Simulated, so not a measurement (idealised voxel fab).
process module | voxel released beams
cross-section cut | 260 nm wide | cells 5 nm
A cross-section is a grid of square cells, given in bands from the top down. A band is one or more rows of cells.
Each band's line starts with the height of the band's top and of its bottom, in nm. Then come its materials from left to right, each with its width in nm. One material with "throughout" fills the band from edge to edge. "air" is empty space.
Height 0 is the level under which the wafer as received is all one material. The lowest band goes on downwards, as in "0 down".
A width such as "30 to 40" changes by the same amount from each row of cells to the next, from the band's top row to its bottom row.
"no change" after a step means that no cell of the cross-section changed.
closed voids: empty space of 8 cells or more with no open way to the top, each as width x height at its distance from the left edge, in nm
after a step's settings: what the simulator itself notes on the step
overlay nm, on a step with a mask: how far to the right of its planned place the mask lay; to the left if negative
plan
1 op RECEIVE | material Si
2 op CONFORMAL_DEP | material Al2O3 | thk nm 10
3 op DIRECTIONAL_DEP | material SiO2 | thk nm 20
4 op MASKED_ETCH | tone open | mask id ANCHOR | width nm 45 | etch materials SiO2 | depth nm 20 | overlay nm -15
5 op CONFORMAL_DEP | material W | thk nm 15
6 op MASKED_ETCH | tone cover | mask id BEAM | width nm 95 | etch materials W | depth nm 15 | overlay nm 0
7 op STRIP | etch materials SiO2
varied across the wafers: overlay nm of step 4. The plan shows the first wafer's value. All wafers start alike
first wafer as received, after step 1
  0 down: Si throughout
  closed voids: none
each wafer at the end: cells of each material gained (+) or lost (-) since it was received, then its closed voids
overlay nm -15 | +104 Al2O3 | +81 W | closed voids: none
overlay nm -10 | +104 Al2O3 | +81 W | closed voids: none
overlay nm -5 | +104 Al2O3 | +81 W | closed voids: none
overlay nm 0 | +104 Al2O3 | +81 W | closed voids: none
overlay nm 5 | +104 Al2O3 | +81 W | closed voids: none
overlay nm 10 | +104 Al2O3 | +81 W | closed voids: none
overlay nm 15 | +104 Al2O3 | +81 W | closed voids: none
